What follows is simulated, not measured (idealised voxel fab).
The document below concerns the process module designated voxel capacitor over wiring.
Displayed cross-section: cut, width of 255 nm, square cells sized 5 nm.
Format of a cross-section: grid, square cells. Given as bands. Order: top down. Band: one or more rows of cells. For a band, the entry starts with two heights in nm, that of the top and then that of the bottom, and carries on with the band's materials in order from left to right, each alongside its width in nm; the word "all across" beside a single material means it fills the band edge to edge, and "blank" means empty space. Convention: height 0 is the level below which the wafer, as received, is all one material. The lowest band does not terminate at the bottom but continues downward, represented as "top 0, no bottom". Width spec "30..40" -> top row of cells at first value, bottom row at second value, equal per-row change in between. You'll sometimes find "remains unaltered" written for a step, and that's the way of saying that nowhere in the cross-section did a cell change during that step. Closed empty spaces (no open way to the top) of 8 cells or more are what "Catalogued sealed voids" lists, each as width x height at distance from the left edge, nm for all three. Note: text after step settings on the step line = simulator remark on that step. "overlay nm" denotes, for a step that has a mask, the displacement of the mask to the right of its planned place, with negative values corresponding to the left.

So here's the lineup of process steps we planned:
- 1: RECEIVE: material Si
- 2: CONFORMAL_DEP: material SiO2, thk nm 15
- 3: CONFORMAL_DEP: material SiN, thk nm 5
- 4: DIRECTIONAL_DEP: material lowk, thk nm 25
- 5: DIRECTIONAL_DEP: material aC, thk nm 10
- 6: PATTERN: tone open, mask id METAL_1, material resist, width nm 25, pitch nm 95, thk nm 25, overlay nm 0
- 7: DIRECTIONAL_ETCH: etch materials aC, depth nm 10
- 8: STRIP: etch materials resist
- 9: DIRECTIONAL_ETCH: etch materials lowk, depth nm 25
- 10: DIRECTIONAL_ETCH: etch materials SiN, depth nm 5
- 11: STRIP: etch materials aC
- 12: CONFORMAL_DEP: material TiN, thk nm 5
- 13: FILL_DEP: material Cu, thk nm 10
- 14: CMP: height nm 45
- 15: CONFORMAL_DEP: material SiCN, thk nm 5
- 16: DIRECTIONAL_DEP: material SiO2, thk nm 10
- 17: PATTERN: tone open, mask id PLUG_1, material resist, width nm 15, thk nm 15, overlay nm 0
- 18: DIRECTIONAL_ETCH: etch materials SiO2, depth nm 10
- 19: DIRECTIONAL_ETCH: etch materials SiCN, depth nm 5
- 20: STRIP: etch materials resist
- 21: CONFORMAL_DEP: material TiN, thk nm 5
- 22: FILL_DEP: material W, thk nm 10
- 23: CMP: height nm 60
- 24: DIRECTIONAL_DEP: material TiN, thk nm 10
- 25: DIRECTIONAL_DEP: material SiN, thk nm 5
- 26: DIRECTIONAL_DEP: material TiN, thk nm 10
- 27: DIRECTIONAL_DEP: material aC, thk nm 10
- 28: PATTERN: tone cover, mask id UPPER_PLATE, material resist, width nm 75, thk nm 25, overlay nm 0
- 29: DIRECTIONAL_ETCH: etch materials aC, depth nm 10
- 30: STRIP: etch materials resist
- 31: DIRECTIONAL_ETCH: etch materials TiN, depth nm 10
- 32: DIRECTIONAL_ETCH: etch materials SiN, depth nm 5
- 33: STRIP: etch materials aC
- 34: DIRECTIONAL_DEP: material aC, thk nm 15
- 35: PATTERN: tone cover, mask id LOWER_PLATE, material resist, width nm 85, thk nm 30, overlay nm 0
- 36: DIRECTIONAL_ETCH: etch materials aC, depth nm 15
- 37: STRIP: etch materials resist
- 38: DIRECTIONAL_ETCH: etch materials TiN, depth nm 10
- 39: STRIP: etch materials aC
- 40: FILL_DEP: material SiO2, thk nm 15
- 41: CMP: height nm 95
- 42: DIRECTIONAL_DEP: material aC, thk nm 10
- 43: PATTERN: tone open, mask id PLUG_2, material resist, width nm 15, thk nm 25, overlay nm 0
- 44: DIRECTIONAL_ETCH: etch materials aC, depth nm 10
- 45: STRIP: etch materials resist
- 46: DIRECTIONAL_ETCH: etch materials SiO2, depth nm 10
- 47: STRIP: etch materials aC
- 48: CONFORMAL_DEP: material TiN, thk nm 5
- 49: FILL_DEP: material Cu, thk nm 5
- 50: CMP: height nm 95
- 51: CONFORMAL_DEP: material SiN, thk nm 5

Cross-section of the incoming wafer, state after step 1:
> top 0, no bottom  Si all across
> Catalogued sealed voids: none

Wafer cross-section at module end: first of two, run to plan:
> top 100, bottom 95  SiN all across
> top 95, bottom 90  SiO2 85 nm | TiN 5 nm | Cu 5 nm | TiN 5 nm | SiO2 155 nm
> top 90, bottom 85  SiO2 85 nm | TiN 15 nm | SiO2 155 nm
> top 85, bottom 75  SiO2 75 nm | TiN 75 nm | SiO2 105 nm
> top 75, bottom 70  SiO2 75 nm | SiN 75 nm | SiO2 105 nm
> top 70, bottom 60  SiO2 70 nm | TiN 85 nm | SiO2 100 nm
> top 60, bottom 50  SiO2 75 nm | TiN 5 nm | W 5 nm | TiN 5 nm | SiO2 165 nm
> top 50, bottom 45  SiCN 75 nm | TiN 15 nm | SiCN 165 nm
> top 45, bottom 20  lowk 65 nm | TiN 5 nm | Cu 15 nm | TiN 5 nm | lowk 70 nm | TiN 5 nm | Cu 15 nm | TiN 5 nm | lowk 70 nm
> top 20, bottom 15  SiN 65 nm | TiN 25 nm | SiN 70 nm | TiN 25 nm | SiN 70 nm
> top 15, bottom 0  SiO2 all across
> top 0, no bottom  Si all across
> Catalogued sealed voids: none

This cross-section belongs to the second wafer of two at the end of the module; the start and the plan were shared with the first, and the run included one mistake:
> top 100, bottom 95  SiN all across
> top 95, bottom 90  SiO2 85 nm | TiN 5 nm | Cu 5 nm | TiN 5 nm | SiO2 155 nm
> top 90, bottom 85  SiO2 85 nm | TiN 15 nm | SiO2 155 nm
> top 85, bottom 75  SiO2 80 nm | TiN 70 nm | SiO2 105 nm
> top 75, bottom 70  SiO2 75 nm | SiN 75 nm | SiO2 105 nm
> top 70, bottom 60  SiO2 75 nm | TiN 90 nm | SiO2 90 nm
> top 60, bottom 50  SiO2 75 nm | TiN 5 nm | W 5 nm | TiN 5 nm | SiO2 165 nm
> top 50, bottom 45  SiCN 75 nm | TiN 15 nm | SiCN 165 nm
> top 45, bottom 20  lowk 65 nm | TiN 5 nm | Cu 15 nm | TiN 5 nm | lowk 70 nm | TiN 5 nm | Cu 15 nm | TiN 5 nm | lowk 70 nm
> top 20, bottom 15  SiN 65 nm | TiN 25 nm | SiN 70 nm | TiN 25 nm | SiN 70 nm
> top 15, bottom 0  SiO2 all across
> top 0, no bottom  Si all across
> Catalogued sealed voids: none
Here's what went sideways: step 35 ran as: PATTERN: tone cover, mask id LOWER_PLATE, material resist, width nm 85, thk nm 30, overlay nm 10
When the process is done, the second wafer contains the same cell count of every material as the first wafer, but distributed over other locations.
